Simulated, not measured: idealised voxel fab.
The following is a process module called voxel gate over fins.
For reference, the cross-section in this document is cut, with width 275 nm and square cells of 5 nm.
A cross-section in this document is a grid of square cells, and it is written down as bands, the top band listed before the ones below it; a band is made up of one or more rows of cells. Basically the band line says how high the top is and how high the bottom is, in nm, and then what's in it from left to right, every material with its width in nm. Empty space shows up as "air", and if a single material carries "full width" it runs the full band edge to edge. Zero point of the height axis is 0; under it, received wafer = one material. Lowest band: continues down indefinitely, "0 and below". Width "30->40": first value at the band's top row of cells, second value at its bottom row, equal change from row to row. A step reported as "no modification" is a step in which no cell of the cross-section changed. "Unvented internal voids" enumerates empty spaces isolated from the top, with no open way to it, that contain at least 8 cells, giving each as width x height at distance from the left edge, all three in nm. after a step's settings: what the simulator itself notes on the step. On any step carrying a mask, the "overlay nm" setting, if present on the step's line, tells how far right of its planned place the mask lay; negative values point to the left.
### Process steps - plan
1: op RECEIVE | material Si
2: op CONFORMAL_DEP | material SiN | thk nm 10
3: op MASKED_ETCH | tone cover | mask id FINS | width nm 15 | pitch nm 40 | etch materials SiN | depth nm 10 | overlay nm 0
4: op MASKED_ETCH | tone cover | mask id FINS | width nm 15 | pitch nm 40 | etch materials Si | depth nm 30 | overlay nm 0
5: op OXIDIZE | depth nm 5
6: op FILL_DEP | material SiO2 | thk nm 10
7: op CMP | height nm 10
8: op SELECTIVE_ETCH | etch materials SiO2 | depth nm 25
9: op STRIP | etch materials SiN
10: op CONFORMAL_DEP | material HfO2 | thk nm 5
11: op CONFORMAL_DEP | material TiN | thk nm 5
12: op FILL_DEP | material W | thk nm 10
13: op CMP | height nm 15
14: op CONFORMAL_DEP | material SiCN | thk nm 10
### Wafer cross-section on receipt, i.e. after step 1
  0 and below  Si full width
  Unvented internal voids: none
### End-of-module cross-section of the first of two wafers, processed as planned
  25 down to 15  SiCN full width
  15 down to 10  W full width
  10 down to 5  W: 105 / TiN: 25 / W: 15 / TiN: 25 / W: 105
  5 down to 0  W: 105 / TiN: 5 / HfO2: 15 / TiN: 5 / W: 15 / TiN: 5 / HfO2: 15 / TiN: 5 / W: 105
  0 down to -5  W: 105 / TiN: 5 / HfO2: 5 / Si: 5 / HfO2: 5 / TiN: 5 / W: 15 / TiN: 5 / HfO2: 5 / Si: 5 / HfO2: 5 / TiN: 5 / W: 105
  -5 down to -10  TiN: 110 / HfO2: 5 / Si: 5 / HfO2: 5 / TiN: 25 / HfO2: 5 / Si: 5 / HfO2: 5 / TiN: 110
  -10 down to -15  HfO2: 115 / Si: 5 / HfO2: 35 / Si: 5 / HfO2: 115
  -15 down to -35  SiO2: 115 / Si: 5 / SiO2: 35 / Si: 5 / SiO2: 115
  -35 and below  Si full width
  Unvented internal voids: none
### second wafer at the end: like start, like plan, one mistake
  25 down to 15  SiCN full width
  15 down to 10  W full width
  10 down to 5  W: 105 / TiN: 25 / W: 15 / TiN: 25 / W: 105
  5 down to 0  W: 105 / TiN: 5 / HfO2: 15 / TiN: 5 / W: 15 / TiN: 5 / HfO2: 15 / TiN: 5 / W: 105
  0 down to -25  W: 105 / TiN: 5 / HfO2: 5 / Si: 5 / HfO2: 5 / TiN: 5 / W: 15 / TiN: 5 / HfO2: 5 / Si: 5 / HfO2: 5 / TiN: 5 / W: 105
  -25 down to -30  TiN: 110 / HfO2: 5 / Si: 5 / HfO2: 5 / TiN: 25 / HfO2: 5 / Si: 5 / HfO2: 5 / TiN: 110
  -30 down to -35  HfO2: 115 / Si: 5 / HfO2: 35 / Si: 5 / HfO2: 115
  -35 and below  Si full width
  Unvented internal voids: none
Here's what went sideways: twice, step 8 of the plan was run
Final tally in cells, some materials are higher or lower on the second wafer than on the first: HfO2: 16 more, SiO2: 212 fewer, TiN: 16 more, W: 180 more
